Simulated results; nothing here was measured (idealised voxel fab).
The name of this process module is voxel self aligned vias.
FYI the section here is cut, 220 nm wide, cells are 5 nm squares.
Cross-section, as written here: a square-cell grid given band by band from the top down, where a band holds one or more rows of cells.
Band: top and bottom heights (nm) first, top before bottom; then materials from left to right, widths in nm. "full width" marks a sole material filling the band edge to edge. "air" denotes empty space.
Height reference: 0 = level under which incoming wafer is all one material. Lowest band: no bottom, runs on downward, e.g. "0..down".
So if you see something like "30 to 40" for the width, read it as the top row of the band sitting at the first number and the bottom row at the second, with every row in between moving by the same amount as the last.
"no modifications", as given for a step, is the statement that not any cell of the cross-section underwent a change during that step.
Each empty space that has no open way to the top and spans at least 8 cells appears under "Sealed internal cavities" as width x height at distance, the distance counted from the left edge, all in nm.
Whatever follows a step's settings on its line is a remark the simulator itself makes about that step.
Steps that use a mask can have "overlay nm" on their line. It says how far the mask sat to the right of where it was meant to be. Negative means to the left.
### Set out below are the planned steps of the process
1: RECEIVE [material Si]
2: CONFORMAL_DEP [material SiO2] [thk nm 10]
3: CONFORMAL_DEP [material SiCN] [thk nm 5]
4: DIRECTIONAL_DEP [material SiO2] [thk nm 20]
5: MASKED_ETCH [tone open] [mask id LINES] [width nm 20] [pitch nm 60] [etch materials SiO2] [depth nm 20] [overlay nm 0]
6: CONFORMAL_DEP [material TiN] [thk nm 5]
7: FILL_DEP [material W] [thk nm 5]
8: CMP [height nm 35]
9: SELECTIVE_ETCH [etch materials W Ru TiN] [depth nm 10]
10: FILL_DEP [material SiN] [thk nm 5]
11: CMP [height nm 35]
12: DIRECTIONAL_DEP [material SiO2] [thk nm 15]
13: DIRECTIONAL_DEP [material aC] [thk nm 15]
14: PATTERN [tone open] [mask id VIAS] [material resist] [width nm 40] [pitch nm 120] [thk nm 30] [overlay nm 0]
15: DIRECTIONAL_ETCH [etch materials aC] [depth nm 15]
16: STRIP [etch materials resist]
17: DIRECTIONAL_ETCH [etch materials SiO2] [depth nm 15]
18: DIRECTIONAL_ETCH [etch materials SiN] [depth nm 10]
19: STRIP [etch materials aC]
20: CONFORMAL_DEP [material TiN] [thk nm 5]
21: FILL_DEP [material W] [thk nm 5]
22: CMP [height nm 50]
23: CONFORMAL_DEP [material SiCN] [thk nm 5]
### Cross-sectional view of the wafer in its as-received condition, corresponding to the state after step 1
    0..down | Si full width
    Sealed internal cavities: none
### First of two wafers, end-of-module section, run followed plan
    55..50 | SiCN full width
    50..40 | SiO2 (30), then TiN (5), then W (30), then TiN (5), then SiO2 (80), then TiN (5), then W (30), then TiN (5), then SiO2 (30)
    40..35 | SiO2 (30), then TiN (15), then W (10), then TiN (15), then SiO2 (80), then TiN (15), then W (10), then TiN (15), then SiO2 (30)
    35..30 | SiO2 (40), then TiN (5), then W (10), then TiN (5), then SiO2 (40), then SiN (20), then SiO2 (40), then TiN (5), then W (10), then TiN (5), then SiO2 (40)
    30..25 | SiO2 (40), then TiN (20), then SiO2 (40), then SiN (20), then SiO2 (40), then TiN (20), then SiO2 (40)
    25..20 | SiO2 (40), then TiN (5), then W (10), then TiN (5), then SiO2 (40), then TiN (5), then W (10), then TiN (5), then SiO2 (40), then TiN (5), then W (10), then TiN (5), then SiO2 (40)
    20..15 | SiO2 (40), then TiN (20), then SiO2 (40), then TiN (20), then SiO2 (40), then TiN (20), then SiO2 (40)
    15..10 | SiCN full width
    10..0 | SiO2 full width
    0..down | Si full width
    Sealed internal cavities: none
### second wafer at the end: like start, like plan, one mistake
    55..50 | SiCN full width
    50..40 | SiO2 (30), then TiN (5), then aC (30), then TiN (5), then SiO2 (80), then TiN (5), then aC (30), then TiN (5), then SiO2 (30)
    40..35 | SiO2 (30), then TiN (15), then aC (10), then TiN (15), then SiO2 (80), then TiN (15), then aC (10), then TiN (15), then SiO2 (30)
    35..30 | SiO2 (40), then TiN (5), then aC (10), then TiN (5), then SiO2 (40), then SiN (20), then SiO2 (40), then TiN (5), then aC (10), then TiN (5), then SiO2 (40)
    30..25 | SiO2 (40), then TiN (20), then SiO2 (40), then SiN (20), then SiO2 (40), then TiN (20), then SiO2 (40)
    25..20 | SiO2 (40), then TiN (5), then W (10), then TiN (5), then SiO2 (40), then TiN (5), then W (10), then TiN (5), then SiO2 (40), then TiN (5), then W (10), then TiN (5), then SiO2 (40)
    20..15 | SiO2 (40), then TiN (20), then SiO2 (40), then TiN (20), then SiO2 (40), then TiN (20), then SiO2 (40)
    15..10 | SiCN full width
    10..0 | SiO2 full width
    0..down | Si full width
    Sealed internal cavities: none
The mistake made against the process plan was this: heads up, step 21 didn't go per plan, it actually ran as FILL_DEP [material aC] [thk nm 5]
FYI, end of process, the second wafer has more or fewer cells of some materials than the first: W -32 | aC +32
